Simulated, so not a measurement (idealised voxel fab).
Process module in this document: voxel capacitor over wiring
The width of the displayed cross-section, cut, is 285 nm; its cells are square, with a size of 5 nm.
The cross-sections in this document take the form of a grid made of square cells. They are written out as bands, in order from top to bottom. Each band consists of one or more rows of cells.
The entry gives the band's vertical extent as a top height and a bottom height in nm, then its horizontal make-up as materials from left to right, each with a width in nm. "empty" stands for empty space; a single material marked "full width" fills the band edge to edge.
Heights are expressed relative to 0, this being the level below which the as-received wafer comprises one material exclusively. The lowest band is unbounded in the downward direction and is denoted as in "z 0 and below".
The expression "30->40" gives the width at the extremes of the band, the first number at its top row of cells and the second at its bottom row, with the width changing by equal amounts from each row to the next in between.
When a step is marked "remained the same", none of the cells in the cross-section changed during that step.
"Enclosed internal cavities" lists enclosed empty spaces (at least 8 cells, no open path upward to the top), each as width x height at distance from the left edge, in nm.
after a step's settings: what the simulator itself notes on the step
"overlay nm", when on a step's line for a step with a mask, measures how far to the right of its planned place the mask lay; a negative measure means to the left.
### Below is the list of planned process steps
1,RECEIVE (material Si)
2,CONFORMAL_DEP (material SiO2; thk nm 10)
3,DIRECTIONAL_DEP (material TiN; thk nm 5)
4,DIRECTIONAL_DEP (material Ru; thk nm 25)
5,PATTERN (tone cover; mask id METAL_1; material resist; width nm 20; pitch nm 75; thk nm 20; overlay nm 0)
6,DIRECTIONAL_ETCH (etch materials Ru; depth nm 25)
7,DIRECTIONAL_ETCH (etch materials TiN; depth nm 5)
8,STRIP (etch materials resist)
9,CONFORMAL_DEP (material SiN; thk nm 5)
10,FILL_DEP (material lowk; thk nm 5)
11,CMP (height nm 40)
12,CONFORMAL_DEP (material SiCN; thk nm 5)
13,DIRECTIONAL_DEP (material SiO2; thk nm 20)
14,DIRECTIONAL_DEP (material aC; thk nm 10)
15,PATTERN (tone open; mask id PLUG_1; material resist; width nm 15; thk nm 30; overlay nm 0)
16,DIRECTIONAL_ETCH (etch materials aC; depth nm 10)
17,STRIP (etch materials resist)
18,DIRECTIONAL_ETCH (etch materials SiO2; depth nm 20)
19,DIRECTIONAL_ETCH (etch materials SiCN; depth nm 5)
20,STRIP (etch materials aC)
21,EPI (material Ru; thk nm 10)
22,EPI (material Ru; thk nm 10)
23,EPI (material Ru; thk nm 5)
24,DIRECTIONAL_DEP (material TiN; thk nm 10)
25,DIRECTIONAL_DEP (material Al2O3; thk nm 5)
26,DIRECTIONAL_DEP (material TiN; thk nm 5)
27,DIRECTIONAL_DEP (material aC; thk nm 15)
28,PATTERN (tone cover; mask id UPPER_PLATE; material resist; width nm 60; thk nm 35; overlay nm 0)
29,DIRECTIONAL_ETCH (etch materials aC; depth nm 15)
30,STRIP (etch materials resist)
31,DIRECTIONAL_ETCH (etch materials TiN; depth nm 5)
32,DIRECTIONAL_ETCH (etch materials Al2O3; depth nm 5)
33,STRIP (etch materials aC)
34,MASKED_ETCH (tone cover; mask id LOWER_PLATE; width nm 70; etch materials TiN; depth nm 10; overlay nm 0)
35,FILL_DEP (material SiO2; thk nm 20)
36,CMP (height nm 100)
37,PATTERN (tone open; mask id PLUG_2; material resist; width nm 15; thk nm 15; overlay nm 0)
38,DIRECTIONAL_ETCH (etch materials SiO2; depth nm 15)
39,STRIP (etch materials resist)
40,CONFORMAL_DEP (material TiN; thk nm 5)
41,FILL_DEP (material Cu; thk nm 5)
42,CMP (height nm 100)
43,CONFORMAL_DEP (material SiN; thk nm 5)
### As-received wafer cross-section (after step 1)
z 0 and below  Si full width
Enclosed internal cavities: none
### First of two wafers, end-of-module section, run followed plan
z 105 to 100  SiN full width
z 100 to 90  SiO2 110 | TiN 5 | Cu 5 | TiN 5 | SiO2 160
z 90 to 80  SiO2 110->100 | TiN 15->60 | SiO2 160->125
z 80 to 75  SiO2 100 | Al2O3 60 | SiO2 125
z 75 to 65  SiO2 95 | TiN 70 | SiO2 120
z 65 to 45  SiO2 100 | Ru 15 | SiO2 170
z 45 to 40  SiCN 100 | Ru 15 | SiCN 170
z 40 to 15  lowk 90 | SiN 5 | Ru 20 | SiN 5 | lowk 45 | SiN 5 | Ru 20 | SiN 5 | lowk 90
z 15 to 10  SiN 95 | TiN 20 | SiN 55 | TiN 20 | SiN 95
z 10 to 0  SiO2 full width
z 0 and below  Si full width
Enclosed internal cavities: none
### Second wafer cross-section at end of module - shared start and plan with the first, one mistake in the run
z 105 to 100  SiN full width
z 100 to 90  SiO2 110 | TiN 5 | Cu 5 | TiN 5 | SiO2 160
z 90 to 80  SiO2 110->100 | TiN 15->60 | SiO2 160->125
z 80 to 75  SiO2 100 | Al2O3 60 | SiO2 125
z 75 to 65  SiO2 95 | TiN 70 | SiO2 120
z 65 to 45  SiO2 100 | Ru 15 | SiO2 170
z 45 to 40  SiCN 100 | Ru 15 | SiCN 170
z 40 to 15  lowk 100 | SiN 5 | Ru 20 | SiN 5 | lowk 45 | SiN 5 | Ru 20 | SiN 5 | lowk 80
z 15 to 10  SiN 105 | TiN 20 | SiN 55 | TiN 20 | SiN 85
z 10 to 0  SiO2 full width
z 0 and below  Si full width
Enclosed internal cavities: none
Misprocessing identified: step 5, actual vs plan mismatch, actual run PATTERN (tone cover; mask id METAL_1; material resist; width nm 20; pitch nm 75; thk nm 20; overlay nm 10)
End check, second vs first wafer: material counts in cells match, positions do not.
